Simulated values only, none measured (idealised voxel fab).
Documented hereafter: the process module known as voxel self aligned vias.
FYI the section here is cut, 295 nm wide, cells are 5 nm squares.
The cross-sections in this document take the form of a grid made of square cells. They are written out as bands, in order from top to bottom. Each band consists of one or more rows of cells. Per band: top height and bottom height in nm, followed by the left-to-right materials and their widths in nm; "all across" marks a single material spanning edge to edge, "empty" marks empty space. Height 0 is the level under which the wafer as received is all one material. The lowest band goes on downwards, as in "0 -> down". With a width like "30 to 40", each row of cells in the band differs from the next by the same amount, the top row carrying the first number and the bottom row the second. Key: "stayed the same" - step with no changed cell in the cross-section. Listed in "Closed empty spaces": every empty space of 8 or more cells without an open way to the top. Form: width x height at distance, the distance being from the left edge, all in nm. Heads up: the bit after the settings on a step's line is the simulator's remark on that step. The setting "overlay nm" may be written on the line of a step. When the step uses a mask, the value reports how far to the right of the planned place the mask lay, and a negative value reports that it lay to the left.
The planned process steps are enumerated hereunder
1,RECEIVE: material Si
2,CONFORMAL_DEP: material SiO2, thk nm 15
3,CONFORMAL_DEP: material SiCN, thk nm 5
4,DIRECTIONAL_DEP: material SiO2, thk nm 20
5,PATTERN: tone open, mask id LINES, material resist, width nm 20, pitch nm 60, thk nm 15, overlay nm 0
6,DIRECTIONAL_ETCH: etch materials SiO2, depth nm 20
7,STRIP: etch materials resist
8,CONFORMAL_DEP: material TiN, thk nm 5
9,FILL_DEP: material Ru, thk nm 5
10,CMP: height nm 40
11,SELECTIVE_ETCH: etch materials W Ru TiN, depth nm 5
12,FILL_DEP: material SiN, thk nm 5
13,CMP: height nm 40
14,DIRECTIONAL_DEP: material SiO2, thk nm 20
15,PATTERN: tone open, mask id VIAS, material resist, width nm 30, pitch nm 60, thk nm 20, overlay nm 0
16,DIRECTIONAL_ETCH: etch materials SiO2, depth nm 20
17,DIRECTIONAL_ETCH: etch materials SiN, depth nm 5
18,STRIP: etch materials resist
19,CONFORMAL_DEP: material TiN, thk nm 5
20,FILL_DEP: material Cu, thk nm 10
21,CMP: height nm 60
22,CONFORMAL_DEP: material SiN, thk nm 5
On the first of the two wafers: run conducted according to plan
So this is the incoming wafer in cross-section - it's already been through step 1
0 -> down | Si all across
Closed empty spaces: none
Step 2 done - wafer cross-section
15 -> 0 | SiO2 all across
Note: structure below 0 unchanged.
Step 3 done - wafer cross-section
20 -> 15 | SiCN all across
Note: structure below 15 unchanged.
Step 4 done - wafer cross-section
40 -> 20 | SiO2 all across
Note: structure below 20 unchanged.
Step 5 done - wafer cross-section
55 -> 40 | 75 nm resist, then 20 nm empty, then 40 nm resist, then 20 nm empty, then 40 nm resist, then 20 nm empty, then 80 nm resist
Note: structure below 40 unchanged.
Step 6 done - wafer cross-section
55 -> 40 | 75 nm resist, then 20 nm empty, then 40 nm resist, then 20 nm empty, then 40 nm resist, then 20 nm empty, then 80 nm resist
40 -> 20 | 75 nm SiO2, then 20 nm empty, then 40 nm SiO2, then 20 nm empty, then 40 nm SiO2, then 20 nm empty, then 80 nm SiO2
Note: structure below 20 unchanged.
Step 7 done - wafer cross-section
40 -> 20 | 75 nm SiO2, then 20 nm empty, then 40 nm SiO2, then 20 nm empty, then 40 nm SiO2, then 20 nm empty, then 80 nm SiO2
Note: structure below 20 unchanged.
Step 8 done - wafer cross-section
45 -> 40 | 80 nm TiN, then 10 nm empty, then 50 nm TiN, then 10 nm empty, then 50 nm TiN, then 10 nm empty, then 85 nm TiN
40 -> 25 | 75 nm SiO2, then 5 nm TiN, then 10 nm empty, then 5 nm TiN, then 40 nm SiO2, then 5 nm TiN, then 10 nm empty, then 5 nm TiN, then 40 nm SiO2, then 5 nm TiN, then 10 nm empty, then 5 nm TiN, then 80 nm SiO2
25 -> 20 | 75 nm SiO2, then 20 nm TiN, then 40 nm SiO2, then 20 nm TiN, then 40 nm SiO2, then 20 nm TiN, then 80 nm SiO2
Note: structure below 20 unchanged.
Step 9 done - wafer cross-section
50 -> 45 | Ru all across
45 -> 40 | 80 nm TiN, then 10 nm Ru, then 50 nm TiN, then 10 nm Ru, then 50 nm TiN, then 10 nm Ru, then 85 nm TiN
40 -> 25 | 75 nm SiO2, then 5 nm TiN, then 10 nm Ru, then 5 nm TiN, then 40 nm SiO2, then 5 nm TiN, then 10 nm Ru, then 5 nm TiN, then 40 nm SiO2, then 5 nm TiN, then 10 nm Ru, then 5 nm TiN, then 80 nm SiO2
Note: structure below 25 unchanged.
Step 10 done - wafer cross-section
40 -> 25 | 75 nm SiO2, then 5 nm TiN, then 10 nm Ru, then 5 nm TiN, then 40 nm SiO2, then 5 nm TiN, then 10 nm Ru, then 5 nm TiN, then 40 nm SiO2, then 5 nm TiN, then 10 nm Ru, then 5 nm TiN, then 80 nm SiO2
Note: structure below 25 unchanged.
Step 11 done - wafer cross-section
40 -> 35 | 75 nm SiO2, then 20 nm empty, then 40 nm SiO2, then 20 nm empty, then 40 nm SiO2, then 20 nm empty, then 80 nm SiO2
Note: structure below 35 unchanged.
Step 12 done - wafer cross-section
45 -> 40 | SiN all across
40 -> 35 | 75 nm SiO2, then 20 nm SiN, then 40 nm SiO2, then 20 nm SiN, then 40 nm SiO2, then 20 nm SiN, then 80 nm SiO2
Note: structure below 35 unchanged.
Step 13 done - wafer cross-section
40 -> 35 | 75 nm SiO2, then 20 nm SiN, then 40 nm SiO2, then 20 nm SiN, then 40 nm SiO2, then 20 nm SiN, then 80 nm SiO2
Note: structure below 35 unchanged.
Step 14 done - wafer cross-section
60 -> 40 | SiO2 all across
Note: structure below 40 unchanged.
Step 15 done - wafer cross-section
80 -> 60 | 70 nm resist, then 30 nm empty, then 30 nm resist, then 30 nm empty, then 30 nm resist, then 30 nm empty, then 75 nm resist
Note: structure below 60 unchanged.
Step 16 done - wafer cross-section
80 -> 60 | 70 nm resist, then 30 nm empty, then 30 nm resist, then 30 nm empty, then 30 nm resist, then 30 nm empty, then 75 nm resist
60 -> 40 | 70 nm SiO2, then 30 nm empty, then 30 nm SiO2, then 30 nm empty, then 30 nm SiO2, then 30 nm empty, then 75 nm SiO2
Note: structure below 40 unchanged.
Step 17 done - wafer cross-section
80 -> 60 | 70 nm resist, then 30 nm empty, then 30 nm resist, then 30 nm empty, then 30 nm resist, then 30 nm empty, then 75 nm resist
60 -> 40 | 70 nm SiO2, then 30 nm empty, then 30 nm SiO2, then 30 nm empty, then 30 nm SiO2, then 30 nm empty, then 75 nm SiO2
40 -> 35 | 75 nm SiO2, then 20 nm empty, then 40 nm SiO2, then 20 nm empty, then 40 nm SiO2, then 20 nm empty, then 80 nm SiO2
Note: structure below 35 unchanged.
Step 18 done - wafer cross-section
60 -> 40 | 70 nm SiO2, then 30 nm empty, then 30 nm SiO2, then 30 nm empty, then 30 nm SiO2, then 30 nm empty, then 75 nm SiO2
Note: structure below 40 unchanged.
Step 19 done - wafer cross-section
65 -> 60 | 75 nm TiN, then 20 nm empty, then 40 nm TiN, then 20 nm empty, then 40 nm TiN, then 20 nm empty, then 80 nm TiN
60 -> 45 | 70 nm SiO2, then 5 nm TiN, then 20 nm empty, then 5 nm TiN, then 30 nm SiO2, then 5 nm TiN, then 20 nm empty, then 5 nm TiN, then 30 nm SiO2, then 5 nm TiN, then 20 nm empty, then 5 nm TiN, then 75 nm SiO2
45 -> 40 | 70 nm SiO2, then 10 nm TiN, then 10 nm empty, then 10 nm TiN, then 30 nm SiO2, then 10 nm TiN, then 10 nm empty, then 10 nm TiN, then 30 nm SiO2, then 10 nm TiN, then 10 nm empty, then 10 nm TiN, then 75 nm SiO2
40 -> 35 | 75 nm SiO2, then 20 nm TiN, then 40 nm SiO2, then 20 nm TiN, then 40 nm SiO2, then 20 nm TiN, then 80 nm SiO2
Note: structure below 35 unchanged.
Step 20 done - wafer cross-section
75 -> 65 | Cu all across
65 -> 60 | 75 nm TiN, then 20 nm Cu, then 40 nm TiN, then 20 nm Cu, then 40 nm TiN, then 20 nm Cu, then 80 nm TiN
60 -> 45 | 70 nm SiO2, then 5 nm TiN, then 20 nm Cu, then 5 nm TiN, then 30 nm SiO2, then 5 nm TiN, then 20 nm Cu, then 5 nm TiN, then 30 nm SiO2, then 5 nm TiN, then 20 nm Cu, then 5 nm TiN, then 75 nm SiO2
45 -> 40 | 70 nm SiO2, then 10 nm TiN, then 10 nm Cu, then 10 nm TiN, then 30 nm SiO2, then 10 nm TiN, then 10 nm Cu, then 10 nm TiN, then 30 nm SiO2, then 10 nm TiN, then 10 nm Cu, then 10 nm TiN, then 75 nm SiO2
Note: structure below 40 unchanged.
Step 21 done - wafer cross-section
60 -> 45 | 70 nm SiO2, then 5 nm TiN, then 20 nm Cu, then 5 nm TiN, then 30 nm SiO2, then 5 nm TiN, then 20 nm Cu, then 5 nm TiN, then 30 nm SiO2, then 5 nm TiN, then 20 nm Cu, then 5 nm TiN, then 75 nm SiO2
Note: structure below 45 unchanged.
Step 22 done - wafer cross-section
65 -> 60 | SiN all across
Note: structure below 60 unchanged.
The second wafer began exactly as the first did and followed the same plan, but one mistake was made while running it; through step 14 inclusive, the two wafers are identical
when step 15 should have ended
80 -> 60 | 65 nm resist, then 30 nm empty, then 30 nm resist, then 30 nm empty, then 30 nm resist, then 30 nm empty, then 80 nm resist
Note: structure below 60 unchanged.
when step 16 should have ended
80 -> 60 | 65 nm resist, then 30 nm empty, then 30 nm resist, then 30 nm empty, then 30 nm resist, then 30 nm empty, then 80 nm resist
60 -> 40 | 65 nm SiO2, then 30 nm empty, then 30 nm SiO2, then 30 nm empty, then 30 nm SiO2, then 30 nm empty, then 80 nm SiO2
Note: structure below 40 unchanged.
when step 17 should have ended
80 -> 60 | 65 nm resist, then 30 nm empty, then 30 nm resist, then 30 nm empty, then 30 nm resist, then 30 nm empty, then 80 nm resist
60 -> 40 | 65 nm SiO2, then 30 nm empty, then 30 nm SiO2, then 30 nm empty, then 30 nm SiO2, then 30 nm empty, then 80 nm SiO2
40 -> 35 | 75 nm SiO2, then 20 nm empty, then 40 nm SiO2, then 20 nm empty, then 40 nm SiO2, then 20 nm empty, then 80 nm SiO2
Note: structure below 35 unchanged.
when step 18 should have ended
60 -> 40 | 65 nm SiO2, then 30 nm empty, then 30 nm SiO2, then 30 nm empty, then 30 nm SiO2, then 30 nm empty, then 80 nm SiO2
Note: structure below 40 unchanged.
when step 19 should have ended
65 -> 60 | 70 nm TiN, then 20 nm empty, then 40 nm TiN, then 20 nm empty, then 40 nm TiN, then 20 nm empty, then 85 nm TiN
60 -> 45 | 65 nm SiO2, then 5 nm TiN, then 20 nm empty, then 5 nm TiN, then 30 nm SiO2, then 5 nm TiN, then 20 nm empty, then 5 nm TiN, then 30 nm SiO2, then 5 nm TiN, then 20 nm empty, then 5 nm TiN, then 80 nm SiO2
45 -> 40 | 65 nm SiO2, then 15 nm TiN, then 10 nm empty, then 5 nm TiN, then 30 nm SiO2, then 15 nm TiN, then 10 nm empty, then 5 nm TiN, then 30 nm SiO2, then 15 nm TiN, then 10 nm empty, then 5 nm TiN, then 80 nm SiO2
40 -> 35 | 75 nm SiO2, then 20 nm TiN, then 40 nm SiO2, then 20 nm TiN, then 40 nm SiO2, then 20 nm TiN, then 80 nm SiO2
Note: structure below 35 unchanged.
when step 20 should have ended
75 -> 65 | Cu all across
65 -> 60 | 70 nm TiN, then 20 nm Cu, then 40 nm TiN, then 20 nm Cu, then 40 nm TiN, then 20 nm Cu, then 85 nm TiN
60 -> 45 | 65 nm SiO2, then 5 nm TiN, then 20 nm Cu, then 5 nm TiN, then 30 nm SiO2, then 5 nm TiN, then 20 nm Cu, then 5 nm TiN, then 30 nm SiO2, then 5 nm TiN, then 20 nm Cu, then 5 nm TiN, then 80 nm SiO2
45 -> 40 | 65 nm SiO2, then 15 nm TiN, then 10 nm Cu, then 5 nm TiN, then 30 nm SiO2, then 15 nm TiN, then 10 nm Cu, then 5 nm TiN, then 30 nm SiO2, then 15 nm TiN, then 10 nm Cu, then 5 nm TiN, then 80 nm SiO2
Note: structure below 40 unchanged.
when step 21 should have ended
60 -> 45 | 65 nm SiO2, then 5 nm TiN, then 20 nm Cu, then 5 nm TiN, then 30 nm SiO2, then 5 nm TiN, then 20 nm Cu, then 5 nm TiN, then 30 nm SiO2, then 5 nm TiN, then 20 nm Cu, then 5 nm TiN, then 80 nm SiO2
Note: structure below 45 unchanged.
when step 22 should have ended
65 -> 60 | SiN all across
Note: structure below 60 unchanged.
Against the plan, the run slipped here: it should be noted that step 15 was executed with settings other than those planned, the operation and settings actually applied being PATTERN: tone open, mask id VIAS, material resist, width nm 30, pitch nm 60, thk nm 20, overlay nm -5
Final wafers compared: equal cell tally per material, rearranged layout.
